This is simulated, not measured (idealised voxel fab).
process module | voxel trench capacitor
cross-section cut | 185 nm wide | cells 5 nm
A cross-section is a grid of square cells, given in bands from the top down. A band is one or more rows of cells.
Each band's line starts with the height of the band's top and of its bottom, in nm. Then come its materials from left to right, each with its width in nm. One material with "throughout" fills the band from edge to edge. "air" is empty space.
Height 0 is the level under which the wafer as received is all one material. The lowest band goes on downwards, as in "0 down".
A width such as "30 to 40" changes by the same amount from each row of cells to the next, from the band's top row to its bottom row.
"no change" after a step means that no cell of the cross-section changed.
closed voids: empty space of 8 cells or more with no open way to the top, each as width x height at its distance from the left edge, in nm
after a step's settings: what the simulator itself notes on the step
overlay nm, on a step with a mask: how far to the right of its planned place the mask lay; to the left if negative
plan
1 op RECEIVE | material Si
2 op CONFORMAL_DEP | material SiN | thk nm 10
3 op DIRECTIONAL_DEP | material aC | thk nm 15
4 op PATTERN | tone open | mask id TRENCH | material resist | width nm 30 | pitch nm 50 | thk nm 35 | overlay nm 0
5 op DIRECTIONAL_ETCH | etch materials aC | depth nm 15
6 op STRIP | etch materials resist
7 op DIRECTIONAL_ETCH | etch materials SiN | depth nm 10
8 op DIRECTIONAL_ETCH | etch materials Si | depth nm 25
9 op STRIP | etch materials aC
10 op CONFORMAL_DEP | material Al2O3 | thk nm 5
11 op CONFORMAL_DEP | material TiN | thk nm 5
12 op FILL_DEP | material W | thk nm 5
13 op CMP | height nm 10
as received, after step 1
  0 down: Si throughout
  closed voids: none
a wafer at the end: this start, this plan, one mistake
  10 to 0: W 40 | TiN 5 | Al2O3 5 | SiN 30 | Al2O3 5 | TiN 10 | Al2O3 5 | SiN 30 | Al2O3 5 | TiN 5 | W 45
  0 to -15: W 40 | TiN 5 | Al2O3 5 | Si 30 | Al2O3 5 | TiN 10 | Al2O3 5 | Si 30 | Al2O3 5 | TiN 5 | W 45
  -15 to -20: TiN 45 | Al2O3 5 | Si 30 | Al2O3 5 | TiN 10 | Al2O3 5 | Si 30 | Al2O3 5 | TiN 50
  -20 to -25: Al2O3 50 | Si 30 | Al2O3 20 | Si 30 | Al2O3 55
  -25 down: Si throughout
  closed voids: none
what went wrong: step 4 ran as: op PATTERN | tone cover | mask id TRENCH | material resist | width nm 30 | pitch nm 50 | thk nm 35 | overlay nm 0
